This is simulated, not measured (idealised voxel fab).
voxel air gaps: a process module
The cross-section on display is named cut; it measures 140 nm wide, and its cells are 5 nm squares.
Bands, listed from the top down, are how a cross-section gets written in this document; the cross-section itself is a grid of square cells, and a band is one or more rows of them. Look at the band entry: it leads with the top's height and the bottom's height in nm. Then it lists the materials left to right, with a width in nm for each. The word "full width" on a single material says that material fills the band edge to edge. The word "empty" is empty space. Height datum 0, below which the as-received substrate wafer is one material. Lowest band open at the bottom, running downward: "from 0 down". Per-row width for "30->40": begins at first number (top row of band), ends at second number (bottom row), increment between rows held constant. It should be understood that the words "no change", when stated for a given step, signify that the cross-section underwent no change in any of its cells during that step. Entry "Fully sealed voids" = empty spaces >= 8 cells with no open way to the top; each as width x height at distance, distance from left edge, all nm. Whatever follows a step's settings on its line is a remark the simulator itself makes about that step. "overlay nm" on a masked step: distance the mask lay right of its planned place, negative for left.

## Process steps - plan
1 RECEIVE with material Si
2 CONFORMAL_DEP with material SiO2, thk nm 15
3 CONFORMAL_DEP with material SiN, thk nm 5
4 DIRECTIONAL_DEP with material SiO2, thk nm 40
5 DIRECTIONAL_DEP with material aC, thk nm 10
6 PATTERN with tone open, mask id LINES, material resist, width nm 15, pitch nm 40, thk nm 25, overlay nm 0
7 DIRECTIONAL_ETCH with etch materials aC, depth nm 10
8 STRIP with etch materials resist
9 DIRECTIONAL_ETCH with etch materials SiO2, depth nm 40
10 STRIP with etch materials aC
11 CONFORMAL_DEP with material TiN, thk nm 5
12 FILL_DEP with material Ru, thk nm 5
13 CMP with height nm 60
14 EPI with material Ru, thk nm 10
15 SELECTIVE_ETCH with etch materials SiO2, depth nm 50
16 CONFORMAL_DEP with material SiCN, thk nm 5

## Cross-section: wafer on arrival = after step 1
from 0 down  Si full width
Fully sealed voids: none

## Cross-section taken at module completion on the first of two wafers; processed per the plan
from 75 to 70  5 nm empty; 125 nm SiCN; 10 nm empty
from 70 to 60  5 nm empty; 5 nm SiCN; 35 nm Ru; 5 nm SiCN; 35 nm Ru; 5 nm SiCN; 35 nm Ru; 5 nm SiCN; 10 nm empty
from 60 to 55  5 nm empty; 15 nm SiCN; 5 nm TiN; 5 nm Ru; 5 nm TiN; 25 nm SiCN; 5 nm TiN; 5 nm Ru; 5 nm TiN; 25 nm SiCN; 5 nm TiN; 5 nm Ru; 5 nm TiN; 15 nm SiCN; 10 nm empty
from 55 to 25  15 nm empty; 5 nm SiCN; 5 nm TiN; 5 nm Ru; 5 nm TiN; 5 nm SiCN; 15 nm empty; 5 nm SiCN; 5 nm TiN; 5 nm Ru; 5 nm TiN; 5 nm SiCN; 15 nm empty; 5 nm SiCN; 5 nm TiN; 5 nm Ru; 5 nm TiN; 5 nm SiCN; 20 nm empty
from 25 to 20  20 nm SiCN; 15 nm TiN; 25 nm SiCN; 15 nm TiN; 25 nm SiCN; 15 nm TiN; 25 nm SiCN
from 20 to 15  SiN full width
from 15 to 0  SiO2 full width
from 0 down  Si full width
Fully sealed voids: 15 x 30 at 40; 15 x 30 at 80

## Second wafer through the module, sectioned at the end: same beginning and same plan as the first wafer, with one mistake in carrying it out
from 75 to 70  5 nm empty; 125 nm SiCN; 10 nm empty
from 70 to 60  5 nm empty; 5 nm SiCN; 35 nm Ru; 5 nm SiCN; 35 nm Ru; 5 nm SiCN; 35 nm Ru; 5 nm SiCN; 10 nm empty
from 60 to 25  5 nm empty; 5 nm SiCN; 10 nm Ru; 5 nm TiN; 5 nm Ru; 5 nm TiN; 10 nm Ru; 5 nm SiCN; 10 nm Ru; 5 nm TiN; 5 nm Ru; 5 nm TiN; 10 nm Ru; 5 nm SiCN; 10 nm Ru; 5 nm TiN; 5 nm Ru; 5 nm TiN; 10 nm Ru; 5 nm SiCN; 10 nm empty
from 25 to 20  10 nm SiCN; 10 nm Ru; 15 nm TiN; 10 nm Ru; 5 nm SiCN; 10 nm Ru; 15 nm TiN; 10 nm Ru; 5 nm SiCN; 10 nm Ru; 15 nm TiN; 10 nm Ru; 15 nm SiCN
from 20 to 15  SiN full width
from 15 to 0  SiO2 full width
from 0 down  Si full width
Fully sealed voids: none
Short version of what went wrong: steps 14 and 15 of the plan were run in the wrong order, each in the other's place
The second wafer ends with more or fewer cells of some materials than the first, per final count: 96 more of Ru | 36 fewer of SiCN
So at the end we're looking at 2 closed voids on the first wafer and 0 on the second.
